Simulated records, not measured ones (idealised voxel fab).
process module | voxel wiring stack
cross-section cut | 220 nm wide | cells 5 nm
A cross-section is a grid of square cells, given in bands from the top down. A band is one or more rows of cells.
Each band's line starts with the height of the band's top and of its bottom, in nm. Then come its materials from left to right, each with its width in nm. One material with "throughout" fills the band from edge to edge. "air" is empty space.
Height 0 is the level under which the wafer as received is all one material. The lowest band goes on downwards, as in "0 down".
A width such as "30 to 40" changes by the same amount from each row of cells to the next, from the band's top row to its bottom row.
"no change" after a step means that no cell of the cross-section changed.
closed voids: empty space of 8 cells or more with no open way to the top, each as width x height at its distance from the left edge, in nm
after a step's settings: what the simulator itself notes on the step
overlay nm, on a step with a mask: how far to the right of its planned place the mask lay; to the left if negative
plan
1 op RECEIVE | material Si
2 op CONFORMAL_DEP | material SiO2 | thk nm 15
3 op CONFORMAL_DEP | material SiN | thk nm 5
4 op DIRECTIONAL_DEP | material SiO2 | thk nm 25
5 op MASKED_ETCH | tone open | mask id METAL_1 | width nm 25 | pitch nm 45 | etch materials SiO2 | depth nm 25 | overlay nm 0
6 op MASKED_ETCH | tone open | mask id METAL_1 | width nm 25 | pitch nm 45 | etch materials SiN | depth nm 5 | overlay nm 0
7 op CONFORMAL_DEP | material TiN | thk nm 5
8 op FILL_DEP | material Cu | thk nm 10
9 op CMP | height nm 45
10 op CONFORMAL_DEP | material SiCN | thk nm 5
11 op DIRECTIONAL_DEP | material SiO2 | thk nm 15
12 op MASKED_ETCH | tone open | mask id PLUG_1 | width nm 15 | pitch nm 45 | etch materials SiO2 | depth nm 15 | overlay nm 0
13 op MASKED_ETCH | tone open | mask id PLUG_1 | width nm 15 | pitch nm 45 | etch materials SiCN | depth nm 5 | overlay nm 0
14 op EPI | material Ru | thk nm 10
15 op EPI | material Ru | thk nm 10
16 op CONFORMAL_DEP | material SiN | thk nm 5
17 op DIRECTIONAL_DEP | material lowk | thk nm 20
18 op PATTERN | tone open | mask id METAL_2 | material resist | width nm 25 | pitch nm 45 | thk nm 20 | overlay nm 0
19 op DIRECTIONAL_ETCH | etch materials lowk | depth nm 20
20 op DIRECTIONAL_ETCH | etch materials SiN | depth nm 5
21 op STRIP | etch materials resist
22 op CONFORMAL_DEP | material TiN | thk nm 5
23 op FILL_DEP | material Cu | thk nm 10
24 op CMP | height nm 90
25 op CONFORMAL_DEP | material SiCN | thk nm 5
26 op DIRECTIONAL_DEP | material SiO2 | thk nm 30
27 op MASKED_ETCH | tone open | mask id METAL_3_HOLES | width nm 15 | pitch nm 45 | etch materials SiO2 | depth nm 30 | overlay nm 0
28 op MASKED_ETCH | tone open | mask id METAL_3 | width nm 25 | pitch nm 45 | etch materials SiO2 | depth nm 20 | overlay nm 0
29 op MASKED_ETCH | tone open | mask id METAL_3 | width nm 25 | pitch nm 45 | etch materials SiCN | depth nm 5 | overlay nm 0
30 op CONFORMAL_DEP | material TiN | thk nm 5
31 op FILL_DEP | material Cu | thk nm 10
32 op CMP | height nm 125
33 op CONFORMAL_DEP | material SiCN | thk nm 5
34 op DIRECTIONAL_DEP | material lowk | thk nm 25
35 op MASKED_ETCH | tone open | mask id METAL_4_HOLES | width nm 15 | pitch nm 90 | etch materials lowk | depth nm 25 | overlay nm 0
36 op PATTERN | tone open | mask id METAL_4 | material resist | width nm 25 | pitch nm 45 | thk nm 20 | overlay nm 0
37 op DIRECTIONAL_ETCH | etch materials lowk | depth nm 15
38 op DIRECTIONAL_ETCH | etch materials SiCN | depth nm 5
39 op STRIP | etch materials resist
40 op CONFORMAL_DEP | material TiN | thk nm 5
41 op FILL_DEP | material Cu | thk nm 10
42 op CMP | height nm 155
43 op CONFORMAL_DEP | material SiCN | thk nm 5
as received, after step 1
  0 down: Si throughout
  closed voids: none
a wafer at the end: this start, this plan, one mistake
  160 to 155: SiCN throughout
  155 to 145: lowk 50 | TiN 5 | Cu 15 | TiN 5 | lowk 20 | TiN 5 | Cu 15 | TiN 5 | lowk 20 | TiN 5 | Cu 15 | TiN 5 | lowk 55
  145 to 140: lowk 50 | TiN 5 | Cu 5 | TiN 15 | lowk 20 | TiN 25 | lowk 20 | TiN 5 | Cu 5 | TiN 15 | lowk 55
  140 to 130: lowk 50 | TiN 5 | Cu 5 | TiN 5 | lowk 75 | TiN 5 | Cu 5 | TiN 5 | lowk 65
  130 to 125: SiCN 50 | TiN 15 | SiCN 75 | TiN 15 | SiCN 65
  125 to 110: SiO2 50 | TiN 5 | lowk 15 | TiN 5 | SiO2 20 | TiN 5 | lowk 15 | TiN 5 | SiO2 20 | TiN 5 | lowk 15 | TiN 5 | SiO2 55
  110 to 105: SiO2 50 | TiN 5 | lowk 5 | TiN 15 | SiO2 20 | TiN 5 | lowk 5 | TiN 15 | SiO2 20 | TiN 5 | lowk 5 | TiN 15 | SiO2 55
  105 to 95: SiO2 50 | TiN 5 | lowk 5 | TiN 5 | SiO2 30 | TiN 5 | lowk 5 | TiN 5 | SiO2 30 | TiN 5 | lowk 5 | TiN 5 | SiO2 65
  95 to 90: SiCN 50 | TiN 15 | SiCN 30 | TiN 15 | SiCN 30 | TiN 15 | SiCN 65
  90 to 70: lowk 50 | TiN 5 | Cu 15 | TiN 5 | lowk 20 | TiN 5 | Cu 15 | TiN 5 | lowk 20 | TiN 5 | Cu 15 | TiN 5 | lowk 55
  70 to 65: SiN 50 | TiN 25 | SiN 20 | TiN 25 | SiN 20 | TiN 25 | SiN 55
  65 to 50: SiO2 50 | Ru 15 | SiO2 30 | Ru 15 | SiO2 30 | Ru 15 | SiO2 65
  50 to 45: SiCN 50 | Ru 15 | SiCN 30 | Ru 15 | SiCN 30 | Ru 15 | SiCN 65
  45 to 20: SiO2 50 | TiN 5 | Cu 15 | TiN 5 | SiO2 20 | TiN 5 | Cu 15 | TiN 5 | SiO2 20 | TiN 5 | Cu 15 | TiN 5 | SiO2 55
  20 to 15: SiN 50 | TiN 25 | SiN 20 | TiN 25 | SiN 20 | TiN 25 | SiN 55
  15 to 0: SiO2 throughout
  0 down: Si throughout
  closed voids: none
what went wrong: step 31 ran as: op FILL_DEP | material lowk | thk nm 10
